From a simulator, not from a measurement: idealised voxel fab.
Herein follows the process module entitled voxel capacitor over wiring.
The cross-section on display is named cut; it measures 255 nm wide, and its cells are 5 nm squares.
Think of the cross-section as a grid of square cells. We describe it in bands, top to bottom, and each band covers one or more rows of those cells. The band entry comprises the height of the band's top followed by the height of its bottom, expressed in nm, and subsequently the band's materials from left to right, each stated together with its width in nm. Where a single material is marked with the word "all across", that material fills the band from edge to edge. The word "empty" represents empty space. Height is counted from the level 0, under which the received wafer is composed throughout of one material. The lowest of the bands is not closed at the bottom but continues downward, in the notation "z 0 and below". Width spec "30 to 40" -> top row of cells at first value, bottom row at second value, equal per-row change in between. Reading "nothing changed" for a step: not a cell of the cross-section changed in it. The label "Voids, sealed" introduces a list of the empty spaces, 8 cells or larger, that have no open way up to the top; each entry in it reads width x height at distance, where the distance is taken from the left edge and all three are stated in nm. Whatever follows a step's settings on its line is a remark the simulator itself makes about that step. "overlay nm", when on a step's line for a step with a mask, measures how far to the right of its planned place the mask lay; a negative measure means to the left.

List of planned process steps:
1: RECEIVE [material Si]
2: CONFORMAL_DEP [material SiO2] [thk nm 10]
3: CONFORMAL_DEP [material SiN] [thk nm 5]
4: DIRECTIONAL_DEP [material SiO2] [thk nm 20]
5: PATTERN [tone open] [mask id METAL_1] [material resist] [width nm 30] [pitch nm 80] [thk nm 15] [overlay nm 0]
6: DIRECTIONAL_ETCH [etch materials SiO2] [depth nm 20]
7: DIRECTIONAL_ETCH [etch materials SiN] [depth nm 5]
8: STRIP [etch materials resist]
9: CONFORMAL_DEP [material TiN] [thk nm 5]
10: FILL_DEP [material Ru] [thk nm 5]
11: CMP [height nm 35]
12: EPI [material Ru] [thk nm 5]
13: FILL_DEP [material SiCN] [thk nm 5]
14: DIRECTIONAL_DEP [material lowk] [thk nm 10]
15: PATTERN [tone open] [mask id PLUG_1] [material resist] [width nm 15] [thk nm 15] [overlay nm 0]
16: DIRECTIONAL_ETCH [etch materials lowk] [depth nm 10]
17: DIRECTIONAL_ETCH [etch materials SiCN] [depth nm 5]
18: STRIP [etch materials resist]
19: EPI [material Ru] [thk nm 10]
20: EPI [material Ru] [thk nm 5]
21: DIRECTIONAL_DEP [material TiN] [thk nm 5]
22: DIRECTIONAL_DEP [material SiN] [thk nm 5]
23: DIRECTIONAL_DEP [material TiN] [thk nm 10]
24: DIRECTIONAL_DEP [material aC] [thk nm 10]
25: PATTERN [tone cover] [mask id UPPER_PLATE] [material resist] [width nm 55] [thk nm 25] [overlay nm 0]
26: DIRECTIONAL_ETCH [etch materials aC] [depth nm 10]
27: STRIP [etch materials resist]
28: DIRECTIONAL_ETCH [etch materials TiN] [depth nm 10]
29: DIRECTIONAL_ETCH [etch materials SiN] [depth nm 5]
30: STRIP [etch materials aC]
31: PATTERN [tone cover] [mask id LOWER_PLATE] [material resist] [width nm 65] [thk nm 20] [overlay nm 0]
32: DIRECTIONAL_ETCH [etch materials TiN] [depth nm 5]
33: STRIP [etch materials resist]
34: FILL_DEP [material SiO2] [thk nm 15]
35: CMP [height nm 85]
36: DIRECTIONAL_DEP [material aC] [thk nm 10]
37: PATTERN [tone open] [mask id PLUG_2] [material resist] [width nm 15] [thk nm 30] [overlay nm 0]
38: DIRECTIONAL_ETCH [etch materials aC] [depth nm 10]
39: STRIP [etch materials resist]
40: DIRECTIONAL_ETCH [etch materials SiO2] [depth nm 10]
41: STRIP [etch materials aC]
42: CONFORMAL_DEP [material TiN] [thk nm 5]
43: FILL_DEP [material Ru] [thk nm 5]
44: CMP [height nm 85]
45: CONFORMAL_DEP [material SiN] [thk nm 5]

So this is the incoming wafer in cross-section - it's already been through step 1:
    z 0 and below = Si all across
    Voids, sealed: none

End-of-module cross-section of the first of two wafers, processed as planned:
    z 90 to 85 = SiN all across
    z 85 to 80 = 95 nm SiO2 / 5 nm TiN / 5 nm Ru / 5 nm TiN / 145 nm SiO2
    z 80 to 75 = 95 nm SiO2 / 15 nm TiN / 145 nm SiO2
    z 75 to 65 = 85 nm SiO2 / 55 nm TiN / 115 nm SiO2
    z 65 to 60 = 85 nm SiO2 / 55 nm SiN / 115 nm SiO2
    z 60 to 55 = 80 nm SiO2 / 65 nm TiN / 110 nm SiO2
    z 55 to 45 = 85 nm lowk / 15 nm Ru / 155 nm lowk
    z 45 to 40 = 85 nm SiCN / 15 nm Ru / 155 nm SiCN
    z 40 to 35 = 65 nm SiCN / 40 nm Ru / 40 nm SiCN / 40 nm Ru / 70 nm SiCN
    z 35 to 15 = 70 nm SiO2 / 5 nm TiN / 20 nm Ru / 5 nm TiN / 50 nm SiO2 / 5 nm TiN / 20 nm Ru / 5 nm TiN / 75 nm SiO2
    z 15 to 10 = 70 nm SiN / 30 nm TiN / 50 nm SiN / 30 nm TiN / 75 nm SiN
    z 10 to 0 = SiO2 all across
    z 0 and below = Si all across
    Voids, sealed: none

Cross-sectional view: second of two wafers, end of module; start and plan identical to the first, one mistake in running:
    z 90 to 85 = SiN all across
    z 85 to 80 = 95 nm SiO2 / 5 nm TiN / 5 nm Ru / 5 nm TiN / 145 nm SiO2
    z 80 to 75 = 95 nm SiO2 / 15 nm TiN / 145 nm SiO2
    z 75 to 65 = 85 nm SiO2 / 55 nm TiN / 115 nm SiO2
    z 65 to 60 = 85 nm SiO2 / 55 nm SiN / 115 nm SiO2
    z 60 to 55 = 80 nm SiO2 / 65 nm TiN / 110 nm SiO2
    z 55 to 45 = 85 nm lowk / 15 nm Ru / 155 nm lowk
    z 45 to 40 = 85 nm SiCN / 15 nm Ru / 155 nm SiCN
    z 40 to 35 = Ru all across
    z 35 to 30 = 75 nm TiN / 20 nm Ru / 60 nm TiN / 20 nm Ru / 80 nm TiN
    z 30 to 15 = 70 nm SiO2 / 5 nm TiN / 20 nm Ru / 5 nm TiN / 50 nm SiO2 / 5 nm TiN / 20 nm Ru / 5 nm TiN / 75 nm SiO2
    z 15 to 10 = 70 nm SiO2 / 30 nm TiN / 50 nm SiO2 / 30 nm TiN / 75 nm SiO2
    z 10 to 0 = SiO2 all across
    z 0 and below = Si all across
    Voids, sealed: none
What was done differently from what was planned? plan step 3: skipped, not run
Looking at both finished wafers in cells, the second ends up ahead of or behind the first on some materials: Ru +35, SiCN -35, SiN -39, TiN +39
